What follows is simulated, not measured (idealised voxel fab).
Module name: voxel wiring stack (process module)
Cross-sectional view cut (width: 220 nm; square cell size: 5 nm).
We lay out every cross-section as a grid of square cells and spell it out in bands from the top down, where one band means one or more rows of cells.
The entry gives the band's vertical extent as a top height and a bottom height in nm, then its horizontal make-up as materials from left to right, each with a width in nm. "blank" stands for empty space; a single material marked "all across" fills the band edge to edge.
Note: height 0 marks the level under which the wafer is uniformly one material as received. Lowest band unbounded below, written "top 0, no bottom".
A width given as "30..40" starts at the first number in the band's top row and ends at the second number in its bottom row, shifting by an equal amount at every step from row to row.
No cell of the cross-section changed in a step that is given as "stayed the same".
Reported under the label "Closed-off voids" are the empty spaces having no open way to the top and comprising 8 cells or more; the notation for each is width x height at distance, in which the distance is measured from the left edge and all three values are in nm.
On each step's line, the part that comes after the settings is the simulator's own comment on the step.
The setting "overlay nm" may be written on the line of a step. When the step uses a mask, the value reports how far to the right of the planned place the mask lay, and a negative value reports that it lay to the left.

Set out below are the planned steps of the process
1,RECEIVE with material Si
2,CONFORMAL_DEP with material SiO2, thk nm 15
3,DIRECTIONAL_DEP with material TiN, thk nm 5
4,DIRECTIONAL_DEP with material W, thk nm 15
5,DIRECTIONAL_DEP with material aC, thk nm 10
6,PATTERN with tone cover, mask id METAL_1, material resist, width nm 20, pitch nm 50, thk nm 25, overlay nm 0
7,DIRECTIONAL_ETCH with etch materials aC, depth nm 10
8,STRIP with etch materials resist
9,DIRECTIONAL_ETCH with etch materials W, depth nm 15
10,DIRECTIONAL_ETCH with etch materials TiN, depth nm 5
11,STRIP with etch materials aC
12,CONFORMAL_DEP with material SiN, thk nm 5
13,FILL_DEP with material SiO2, thk nm 10
14,CMP with height nm 35
15,CONFORMAL_DEP with material SiCN, thk nm 5
16,DIRECTIONAL_DEP with material lowk, thk nm 10
17,DIRECTIONAL_DEP with material aC, thk nm 15
18,PATTERN with tone open, mask id PLUG_1, material resist, width nm 15, pitch nm 50, thk nm 30, overlay nm 0
19,DIRECTIONAL_ETCH with etch materials aC, depth nm 15
20,STRIP with etch materials resist
21,DIRECTIONAL_ETCH with etch materials lowk, depth nm 10
22,DIRECTIONAL_ETCH with etch materials SiCN, depth nm 5
23,STRIP with etch materials aC
24,EPI with material Ru, thk nm 10
25,EPI with material Ru, thk nm 5
26,CONFORMAL_DEP with material SiCN, thk nm 5
27,DIRECTIONAL_DEP with material SiO2, thk nm 25
28,MASKED_ETCH with tone open, mask id METAL_2, width nm 20, pitch nm 50, etch materials SiO2, depth nm 25, overlay nm 0
29,MASKED_ETCH with tone open, mask id METAL_2, width nm 20, pitch nm 50, etch materials SiCN, depth nm 5, overlay nm 0
30,CONFORMAL_DEP with material TiN, thk nm 5
31,FILL_DEP with material W, thk nm 10
32,CMP with height nm 80
33,CONFORMAL_DEP with material SiCN, thk nm 5
34,DIRECTIONAL_DEP with material SiO2, thk nm 10
35,DIRECTIONAL_DEP with material aC, thk nm 15
36,PATTERN with tone open, mask id PLUG_2, material resist, width nm 15, pitch nm 50, thk nm 30, overlay nm 0
37,DIRECTIONAL_ETCH with etch materials aC, depth nm 15
38,STRIP with etch materials resist
39,DIRECTIONAL_ETCH with etch materials SiO2, depth nm 10
40,DIRECTIONAL_ETCH with etch materials SiCN, depth nm 5
41,STRIP with etch materials aC
42,EPI with material Ru, thk nm 10
43,EPI with material Ru, thk nm 5
44,DIRECTIONAL_DEP with material TiN, thk nm 5
45,DIRECTIONAL_DEP with material Ru, thk nm 20
46,MASKED_ETCH with tone cover, mask id METAL_3, width nm 20, pitch nm 50, etch materials Ru, depth nm 20, overlay nm 0
47,MASKED_ETCH with tone cover, mask id METAL_3, width nm 20, pitch nm 50, etch materials TiN, depth nm 5, overlay nm 0
48,CONFORMAL_DEP with material SiCN, thk nm 5
49,FILL_DEP with material SiO2, thk nm 10
50,CMP with height nm 120
51,CONFORMAL_DEP with material SiN, thk nm 5

This is the cross-section of the wafer as we received it, i.e. after step 1
> top 0, no bottom | Si all across
> Closed-off voids: none

Cross-sectional view of the first of the two wafers upon completion of the module, processed in accordance with the plan
> top 125, bottom 120 | SiN all across
> top 120, bottom 100 | 70 nm SiO2, 5 nm SiCN, 20 nm Ru, 5 nm SiCN, 20 nm SiO2, 5 nm SiCN, 20 nm Ru, 5 nm SiCN, 70 nm SiO2
> top 100, bottom 95 | 75 nm SiCN, 20 nm TiN, 30 nm SiCN, 20 nm TiN, 75 nm SiCN
> top 95, bottom 85 | 75 nm SiO2, 15 nm Ru, 35 nm SiO2, 15 nm Ru, 80 nm SiO2
> top 85, bottom 80 | 75 nm SiCN, 15 nm Ru, 35 nm SiCN, 15 nm Ru, 80 nm SiCN
> top 80, bottom 55 | 75 nm SiO2, 5 nm TiN, 10 nm W, 5 nm TiN, 30 nm SiO2, 5 nm TiN, 10 nm W, 5 nm TiN, 75 nm SiO2
> top 55, bottom 50 | 75 nm SiCN, 20 nm TiN, 30 nm SiCN, 20 nm TiN, 75 nm SiCN
> top 50, bottom 40 | 75 nm lowk, 15 nm Ru, 35 nm lowk, 15 nm Ru, 80 nm lowk
> top 40, bottom 35 | 75 nm SiCN, 15 nm Ru, 35 nm SiCN, 15 nm Ru, 80 nm SiCN
> top 35, bottom 20 | 70 nm SiO2, 5 nm SiN, 20 nm W, 5 nm SiN, 20 nm SiO2, 5 nm SiN, 20 nm W, 5 nm SiN, 70 nm SiO2
> top 20, bottom 15 | 75 nm SiN, 20 nm TiN, 30 nm SiN, 20 nm TiN, 75 nm SiN
> top 15, bottom 0 | SiO2 all across
> top 0, no bottom | Si all across
> Closed-off voids: none

Second wafer cross-section at end of module - shared start and plan with the first, one mistake in the run
> top 125, bottom 120 | SiN all across
> top 120, bottom 100 | 70 nm SiO2, 5 nm SiCN, 20 nm Ru, 5 nm SiCN, 20 nm SiO2, 5 nm SiCN, 20 nm Ru, 5 nm SiCN, 70 nm SiO2
> top 100, bottom 95 | 75 nm SiCN, 20 nm TiN, 30 nm SiCN, 20 nm TiN, 75 nm SiCN
> top 95, bottom 85 | 75 nm SiO2, 15 nm Ru, 35 nm SiO2, 15 nm Ru, 80 nm SiO2
> top 85, bottom 80 | 75 nm SiCN, 15 nm Ru, 35 nm SiCN, 15 nm Ru, 80 nm SiCN
> top 80, bottom 60 | 70 nm SiO2, 5 nm TiN, 20 nm W, 5 nm TiN, 20 nm SiO2, 5 nm TiN, 20 nm W, 5 nm TiN, 70 nm SiO2
> top 60, bottom 55 | 70 nm SiO2, 10 nm TiN, 10 nm W, 10 nm TiN, 20 nm SiO2, 10 nm TiN, 10 nm W, 10 nm TiN, 70 nm SiO2
> top 55, bottom 50 | 75 nm SiCN, 20 nm TiN, 30 nm SiCN, 20 nm TiN, 75 nm SiCN
> top 50, bottom 40 | 75 nm lowk, 15 nm Ru, 35 nm lowk, 15 nm Ru, 80 nm lowk
> top 40, bottom 35 | 75 nm SiCN, 15 nm Ru, 35 nm SiCN, 15 nm Ru, 80 nm SiCN
> top 35, bottom 20 | 70 nm SiO2, 5 nm SiN, 20 nm W, 5 nm SiN, 20 nm SiO2, 5 nm SiN, 20 nm W, 5 nm SiN, 70 nm SiO2
> top 20, bottom 15 | 75 nm SiN, 20 nm TiN, 30 nm SiN, 20 nm TiN, 75 nm SiN
> top 15, bottom 0 | SiO2 all across
> top 0, no bottom | Si all across
> Closed-off voids: none
In executing the process, a mistake was made relative to the plan: step 28 off recipe, ran as MASKED_ETCH with tone open, mask id METAL_2, width nm 30, pitch nm 50, etch materials SiO2, depth nm 25, overlay nm 0
At the finish, the second wafer shows more or fewer cells for some materials than the first does: SiO2: 20 fewer; TiN: 4 more; W: 16 more
